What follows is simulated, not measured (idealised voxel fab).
The following is a process module called voxel released beams.
Displayed cross-section: cut, width of 285 nm, square cells sized 5 nm.
Cross-section, as written here: a square-cell grid given band by band from the top down, where a band holds one or more rows of cells. Look at the band entry: it leads with the top's height and the bottom's height in nm. Then it lists the materials left to right, with a width in nm for each. The word "all across" on a single material says that material fills the band edge to edge. The word "blank" is empty space. Where do heights start? At 0: under that level the wafer as delivered is made of one material only. And the lowest band has no floor; it just carries on downward, as in "0 and below". A two-number width, for instance "30 to 40", indicates that the width is equal to the first number in the top row of the band and to the second number in the bottom row, and that it changes by a constant amount per row of cells. Given "nothing was modified" for a step, no cell of the cross-section differs between before and after that step. Basically, "Trapped void list" tells you about the enclosed voids: empty spaces with no open way to the top, 8 cells or bigger, each written width x height at distance, where distance is from the left edge, all in nm. Step line, after settings: the simulator's comment on this step. overlay nm: where the mask lay relative to plan, measured to the right, on steps with a mask; negatives go left.

## Here's what the planned process steps look like
1) RECEIVE (material Si)
2) CONFORMAL_DEP (material SiN; thk nm 5)
3) DIRECTIONAL_DEP (material SiO2; thk nm 20)
4) MASKED_ETCH (tone open; mask id ANCHOR; width nm 45; etch materials SiO2; depth nm 20; overlay nm 0)
5) CONFORMAL_DEP (material polySi; thk nm 15)
6) DIRECTIONAL_DEP (material aC; thk nm 10)
7) PATTERN (tone cover; mask id BEAM; material resist; width nm 95; thk nm 30; overlay nm 0)
8) DIRECTIONAL_ETCH (etch materials aC; depth nm 10)
9) STRIP (etch materials resist)
10) DIRECTIONAL_ETCH (etch materials polySi; depth nm 15)
11) STRIP (etch materials aC)
12) STRIP (etch materials SiO2)

## Cross-section: wafer on arrival = after step 1
  0 and below  Si all across
  Trapped void list: none

## Final cross-section, module run with one mistake (start and plan as above)
  55 down to 40  90 blank | 95 polySi | 100 blank
  40 down to 25  polySi all across
  25 down to 5  95 SiO2 | 45 polySi | 145 SiO2
  5 down to 0  SiN all across
  0 and below  Si all across
  Trapped void list: none
It is concluded that the wafer was processed incorrectly with respect to the plan, in that heads up, step 5 of the plan got done twice
